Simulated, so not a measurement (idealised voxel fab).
Name of the process module below: voxel released beams
The cross-section on display is named cut; it measures 145 nm wide, and its cells are 5 nm squares.
Cross-sections here: square-cell grids, written as top-down lists of bands, a band being one or more rows of cells. Each band's line starts with the height of the band's top and of its bottom, in nm. Then come its materials from left to right, each with its width in nm. One material with "throughout" fills the band from edge to edge. "air" is empty space. Note: height 0 marks the level under which the wafer is uniformly one material as received. Lowest band unbounded below, written "0 nm and below". Per-row width for "30..40": begins at first number (top row of band), ends at second number (bottom row), increment between rows held constant. Take "nothing was modified" at face value: in the step it is given for, the cross-section changed in none of its cells. The entry titled "Cavities, closed" provides the empty spaces that have no open way to the top, restricted to those of 8 cells or more. Each is presented as width x height at distance, the distance being measured from the left edge, with all three in nm. Read whatever lies past the settings on a step's line as the simulator's own remark about the step. The optional step-line setting "overlay nm" applies to steps with a mask and quantifies how far to the right of its planned location the mask lay, a negative value indicating leftward placement.
-- This section lists the process steps that were planned
1 RECEIVE (material Si)
2 CONFORMAL_DEP (material Al2O3; thk nm 5)
3 DIRECTIONAL_DEP (material SiO2; thk nm 15)
4 DIRECTIONAL_DEP (material aC; thk nm 10)
5 PATTERN (tone open; mask id ANCHOR; material resist; width nm 30; thk nm 30; overlay nm 0)
6 DIRECTIONAL_ETCH (etch materials aC; depth nm 10)
7 STRIP (etch materials resist)
8 DIRECTIONAL_ETCH (etch materials SiO2; depth nm 15)
9 STRIP (etch materials aC)
10 CONFORMAL_DEP (material SiN; thk nm 10)
11 DIRECTIONAL_DEP (material aC; thk nm 15)
12 PATTERN (tone cover; mask id BEAM; material resist; width nm 90; thk nm 35; overlay nm 0)
13 DIRECTIONAL_ETCH (etch materials aC; depth nm 15)
14 STRIP (etch materials resist)
15 DIRECTIONAL_ETCH (etch materials SiN; depth nm 10)
16 STRIP (etch materials aC)
17 STRIP (etch materials SiO2)
-- Cross-section of the wafer as it came to us, i.e., already through step 1
* 0 nm and below  Si throughout
* Cavities, closed: none
-- The following cross-section depicts the wafer upon conclusion of the module. Processing commenced from the starting condition illustrated above and adhered to the plan illustrated above, save for one mistake in execution
* 30 nm to 25 nm  air (25) / SiN (15) / air (10) / SiN (65) / air (30)
* 25 nm to 20 nm  SiN (40) / air (10) / SiN (95)
* 20 nm to 15 nm  SiO2 (30) / SiN (10) / air (10) / SiN (10) / SiO2 (85)
* 15 nm to 5 nm  SiO2 (30) / SiN (30) / SiO2 (85)
* 5 nm to 0 nm  Al2O3 throughout
* 0 nm and below  Si throughout
* Cavities, closed: none
Run error: contrary to plan, step 15 was performed as DIRECTIONAL_ETCH (etch materials SiN; depth nm 5)
